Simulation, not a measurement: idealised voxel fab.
voxel wiring stack: a process module
The cross-section on display is named cut; it measures 220 nm wide, and its cells are 5 nm squares.
Just so we're on the same page, the cross-sections are grids of square cells, and they're listed out in bands top to bottom, each band one or more rows deep. Read a band's entry like this: the first values are the height of its top and the height of its bottom in nm, and what follows is the sequence of materials from left to right, each with its width in nm. Note that "empty" is empty space, and that a single material marked "edge to edge" reaches across the band from edge to edge. All heights in this document are referenced to 0, defined as the level beneath which the wafer, as received, consists entirely of one material. The lowest band is not bounded below; it extends indefinitely downward and is written in the form "top 0, no bottom". Note: "30..40" means the width goes from the first number (top row of the band) to the second number (bottom row) in equal steps per row of cells. It should be understood that the words "remains unaltered", when stated for a given step, signify that the cross-section underwent no change in any of its cells during that step. Enclosed voids (no open way to top), threshold 8 cells or more, entry "Listed closed voids", notation width x height at distance, distance from left edge, nm. Step line, after settings: the simulator's comment on this step. If you see "overlay nm" on a step's line and that step has a mask, it's telling you how far right of where it was planned the mask ended up; a negative number means it went left instead.
Here's what the planned process steps look like:
step 1: RECEIVE | material Si
step 2: CONFORMAL_DEP | material SiO2 | thk nm 15
step 3: CONFORMAL_DEP | material SiN | thk nm 5
step 4: DIRECTIONAL_DEP | material SiO2 | thk nm 25
step 5: PATTERN | tone open | mask id METAL_1 | material resist | width nm 15 | pitch nm 50 | thk nm 20 | overlay nm 0
step 6: DIRECTIONAL_ETCH | etch materials SiO2 | depth nm 25
step 7: DIRECTIONAL_ETCH | etch materials SiN | depth nm 5
step 8: STRIP | etch materials resist
step 9: CONFORMAL_DEP | material TiN | thk nm 5
step 10: FILL_DEP | material W | thk nm 5
step 11: CMP | height nm 45
step 12: CONFORMAL_DEP | material SiCN | thk nm 5
step 13: DIRECTIONAL_DEP | material SiO2 | thk nm 10
step 14: PATTERN | tone open | mask id PLUG_1 | material resist | width nm 15 | pitch nm 50 | thk nm 20 | overlay nm 0
step 15: DIRECTIONAL_ETCH | etch materials SiO2 | depth nm 10
step 16: DIRECTIONAL_ETCH | etch materials SiCN | depth nm 5
step 17: STRIP | etch materials resist
step 18: EPI | material Ru | thk nm 10
step 19: EPI | material Ru | thk nm 5
step 20: DIRECTIONAL_DEP | material TiN | thk nm 5
step 21: DIRECTIONAL_DEP | material Ru | thk nm 25
step 22: PATTERN | tone cover | mask id METAL_2 | material resist | width nm 25 | pitch nm 50 | thk nm 15 | overlay nm 0
step 23: DIRECTIONAL_ETCH | etch materials Ru | depth nm 25
step 24: DIRECTIONAL_ETCH | etch materials TiN | depth nm 5
step 25: STRIP | etch materials resist
step 26: FILL_DEP | material SiO2 | thk nm 10
step 27: CMP | height nm 90
step 28: CONFORMAL_DEP | material SiN | thk nm 5
The wafers in this document start out alike and differ in the width nm applied at step 5; the plan shows the value used for the first wafer.
First of several wafers (as received, post step 1), cross-sectional view:
* top 0, no bottom = Si edge to edge
* Listed closed voids: none
Tabulated below, wafer by wafer, are the end-of-module results: for each material, the number of cells gained (+) or lost (-) relative to the as-received state, followed by the closed voids:
width nm 15; +68 Ru; +38 SiCN; +82 SiN; +602 SiO2; +36 TiN; +10 W; Listed closed voids: none
width nm 20; +68 Ru; +38 SiCN; +80 SiN; +592 SiO2; +38 TiN; +20 W; Listed closed voids: none
width nm 25; +68 Ru; +38 SiCN; +78 SiN; +582 SiO2; +40 TiN; +30 W; Listed closed voids: none
width nm 30; +68 Ru; +38 SiCN; +76 SiN; +572 SiO2; +42 TiN; +40 W; Listed closed voids: none
width nm 35; +68 Ru; +38 SiCN; +74 SiN; +562 SiO2; +44 TiN; +50 W; Listed closed voids: none
